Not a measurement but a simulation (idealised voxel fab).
You're looking at the process module voxel released beams.
Shown is cross-section cut, with a width of 145 nm and square cells of size 5 nm.
Cross-section format: a grid of square cells, given as bands from top to bottom; each band is one or more rows of cells. Heads up on the band format: heights come first, top then bottom, in nm. After that it's the materials left to right, each with its width in nm. A single material flagged "everywhere" fills the whole band edge to edge, and "air" means there's empty space there. Ref level 0: as-received wafer is one material below here. Bottom band extends down with no lower bound ("0 nm and below"). So if you see something like "30->40" for the width, read it as the top row of the band sitting at the first number and the bottom row at the second, with every row in between moving by the same amount as the last. A step reported as "no modification" is a step in which no cell of the cross-section changed. If an empty space has no open way to the top and is at least 8 cells in size, "closed voids" lists it, written width x height at distance, where distance is measured from the left edge and every value is in nm. Step line, after settings: the simulator's comment on this step. What "overlay nm" on a step's line means: if the step has a mask, that mask lay this far to the right of its planned place, or, when the value is negative, to the left.
## Planned process steps
| 1 | RECEIVE with material Si |
| 2 | CONFORMAL_DEP with material Al2O3, thk nm 10 |
| 3 | DIRECTIONAL_DEP with material SiO2, thk nm 10 |
| 4 | MASKED_ETCH with tone open, mask id ANCHOR, width nm 40, etch materials SiO2, depth nm 10, overlay nm -15 |
| 5 | CONFORMAL_DEP with material SiN, thk nm 15 |
| 6 | MASKED_ETCH with tone cover, mask id BEAM, width nm 85, etch materials SiN, depth nm 15, overlay nm 0 |
| 7 | STRIP with etch materials SiO2 |
Among the wafers covered here, the point of difference is the overlay nm at step 4; their starting state is shared, and the plan presents the value of the first wafer.
## So this is the first of several wafers, cross-sectioned as it came to us, meaning it's at the end of step 1
0 nm and below  Si everywhere
closed voids: none
## Cross-section of the first of several wafers once the module has run through its last step, step 7
35 nm to 25 nm  air: 25, SiN: 5, air: 10, SiN: 70, air: 35
25 nm to 20 nm  air: 25, SiN: 85, air: 35
20 nm to 10 nm  air: 15, SiN: 40, air: 90
10 nm to 0 nm  Al2O3 everywhere
0 nm and below  Si everywhere
closed voids: none
## The last wafer as seen in cross-section at the end of the module
35 nm to 25 nm  air: 25, SiN: 35, air: 10, SiN: 40, air: 35
25 nm to 20 nm  air: 25, SiN: 85, air: 35
20 nm to 10 nm  air: 45, SiN: 40, air: 60
10 nm to 0 nm  Al2O3 everywhere
0 nm and below  Si everywhere
closed voids: none
## Here is how to read the rows: every wafer has a row, and it shows the wafer at the end of the module, giving for each material how many cells were gained (+) or lost (-) since the wafer was received, then listing its closed voids
overlay nm -15, +58 Al2O3, +63 SiN, closed voids: none
overlay nm -10, +58 Al2O3, +63 SiN, closed voids: none
overlay nm -5, +58 Al2O3, +63 SiN, closed voids: none
overlay nm 0, +58 Al2O3, +63 SiN, closed voids: none
overlay nm 5, +58 Al2O3, +63 SiN, closed voids: none
overlay nm 10, +58 Al2O3, +63 SiN, closed voids: none
overlay nm 15, +58 Al2O3, +63 SiN, closed voids: none
